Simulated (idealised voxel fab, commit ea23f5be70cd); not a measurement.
This is a process module. Its name is voxel capacitor over wiring.
For reference, the cross-section in this document is cut, with width 255 nm and square cells of 5 nm.
Think of the cross-section as a grid of square cells. We describe it in bands, top to bottom, and each band covers one or more rows of those cells.
Band: top and bottom heights (nm) first, top before bottom; then materials from left to right, widths in nm. "everywhere" marks a sole material filling the band edge to edge. "air" denotes empty space.
Ref level 0: as-received wafer is one material below here. Bottom band extends down with no lower bound ("top 0, no bottom").
A width such as "30->40" changes by the same amount from each row of cells to the next, from the band's top row to its bottom row.
Key: "stayed the same" - step with no changed cell in the cross-section.
"Catalogued sealed voids" - sealed voids, min. 8 cells, no opening to top; format: width x height at distance (distance from left edge; nm throughout).
Anything after a step's settings on that line? It's the simulator's own note about the step.
Each step line may optionally specify "overlay nm", which for a step with a mask gives the rightward distance between the mask's planned place and where it lay, a negative value indicating the leftward direction.

Planned process steps
1 op RECEIVE | material Si
2 op CONFORMAL_DEP | material SiO2 | thk nm 15
3 op DIRECTIONAL_DEP | material TiN | thk nm 5
4 op DIRECTIONAL_DEP | material Ru | thk nm 15
5 op PATTERN | tone cover | mask id METAL_1 | material resist | width nm 30 | pitch nm 95 | thk nm 15 | overlay nm 0
6 op DIRECTIONAL_ETCH | etch materials Ru | depth nm 15
7 op DIRECTIONAL_ETCH | etch materials TiN | depth nm 5
8 op STRIP | etch materials resist
9 op FILL_DEP | material lowk | thk nm 5
10 op CMP | height nm 35
11 op CONFORMAL_DEP | material SiCN | thk nm 5
12 op DIRECTIONAL_DEP | material SiO2 | thk nm 10
13 op MASKED_ETCH | tone open | mask id PLUG_1 | width nm 15 | etch materials SiO2 | depth nm 10 | overlay nm 0
14 op MASKED_ETCH | tone open | mask id PLUG_1 | width nm 15 | etch materials SiCN | depth nm 5 | overlay nm 0
15 op EPI | material Ru | thk nm 10
16 op EPI | material Ru | thk nm 5
17 op DIRECTIONAL_DEP | material TiN | thk nm 5
18 op DIRECTIONAL_DEP | material HfO2 | thk nm 5
19 op DIRECTIONAL_DEP | material TiN | thk nm 5
20 op DIRECTIONAL_DEP | material aC | thk nm 10
21 op PATTERN | tone cover | mask id UPPER_PLATE | material resist | width nm 70 | thk nm 25 | overlay nm 0
22 op DIRECTIONAL_ETCH | etch materials aC | depth nm 10
23 op STRIP | etch materials resist
24 op DIRECTIONAL_ETCH | etch materials TiN | depth nm 5
25 op DIRECTIONAL_ETCH | etch materials HfO2 | depth nm 5
26 op STRIP | etch materials aC
27 op PATTERN | tone cover | mask id LOWER_PLATE | material resist | width nm 80 | thk nm 15 | overlay nm 0
28 op DIRECTIONAL_ETCH | etch materials TiN | depth nm 5
29 op STRIP | etch materials resist
30 op FILL_DEP | material SiO2 | thk nm 15
31 op CMP | height nm 75
32 op PATTERN | tone open | mask id PLUG_2 | material resist | width nm 15 | thk nm 15 | overlay nm 0
33 op DIRECTIONAL_ETCH | etch materials SiO2 | depth nm 10
34 op STRIP | etch materials resist
35 op CONFORMAL_DEP | material TiN | thk nm 5
36 op FILL_DEP | material Cu | thk nm 10
37 op CMP | height nm 75
38 op CONFORMAL_DEP | material SiCN | thk nm 5
For clarity, it should be stated that the wafers under discussion commence in an identical condition and differ with respect to the width nm of step 32, the plan indicating the value that the first wafer had.

The first of several wafers, as received after step 1, seen in section
    top 0, no bottom = Si everywhere
    Catalogued sealed voids: none

First of several wafers, sectioned at end of module (last step: step 38)
    top 80, bottom 75 = SiCN everywhere
    top 75, bottom 70 = 90 of SiO2, 5 of TiN, 5 of Cu, 5 of TiN, 150 of SiO2
    top 70, bottom 60 = 90->80 of SiO2, 15->70 of TiN, 150->105 of SiO2
    top 60, bottom 55 = 80 of SiO2, 70 of HfO2, 105 of SiO2
    top 55, bottom 50 = 75 of SiO2, 80 of TiN, 100 of SiO2
    top 50, bottom 40 = 80 of SiO2, 15 of Ru, 160 of SiO2
    top 40, bottom 35 = 80 of SiCN, 15 of Ru, 160 of SiCN
    top 35, bottom 20 = 65 of lowk, 30 of Ru, 65 of lowk, 30 of Ru, 65 of lowk
    top 20, bottom 15 = 65 of lowk, 30 of TiN, 65 of lowk, 30 of TiN, 65 of lowk
    top 15, bottom 0 = SiO2 everywhere
    top 0, no bottom = Si everywhere
    Catalogued sealed voids: none

X-section, last wafer, module end
    top 80, bottom 75 = SiCN everywhere
    top 75, bottom 70 = 85 of SiO2, 5 of TiN, 20 of Cu, 5 of TiN, 140 of SiO2
    top 70, bottom 60 = 85->80 of SiO2, 30->70 of TiN, 140->105 of SiO2
    top 60, bottom 55 = 80 of SiO2, 70 of HfO2, 105 of SiO2
    top 55, bottom 50 = 75 of SiO2, 80 of TiN, 100 of SiO2
    top 50, bottom 40 = 80 of SiO2, 15 of Ru, 160 of SiO2
    top 40, bottom 35 = 80 of SiCN, 15 of Ru, 160 of SiCN
    top 35, bottom 20 = 65 of lowk, 30 of Ru, 65 of lowk, 30 of Ru, 65 of lowk
    top 20, bottom 15 = 65 of lowk, 30 of TiN, 65 of lowk, 30 of TiN, 65 of lowk
    top 15, bottom 0 = SiO2 everywhere
    top 0, no bottom = Si everywhere
    Catalogued sealed voids: none

Table: wafers, a row each; end-of-module cell change per material since receipt, gain (+), loss (-); then closed voids
width nm 15; +1 Cu; +14 HfO2; +45 Ru; +99 SiCN; +454 SiO2; +47 TiN; +156 lowk; Catalogued sealed voids: none
width nm 20; +2 Cu; +14 HfO2; +45 Ru; +99 SiCN; +452 SiO2; +48 TiN; +156 lowk; Catalogued sealed voids: none
width nm 25; +3 Cu; +14 HfO2; +45 Ru; +99 SiCN; +450 SiO2; +49 TiN; +156 lowk; Catalogued sealed voids: none
width nm 30; +4 Cu; +14 HfO2; +45 Ru; +99 SiCN; +448 SiO2; +50 TiN; +156 lowk; Catalogued sealed voids: none
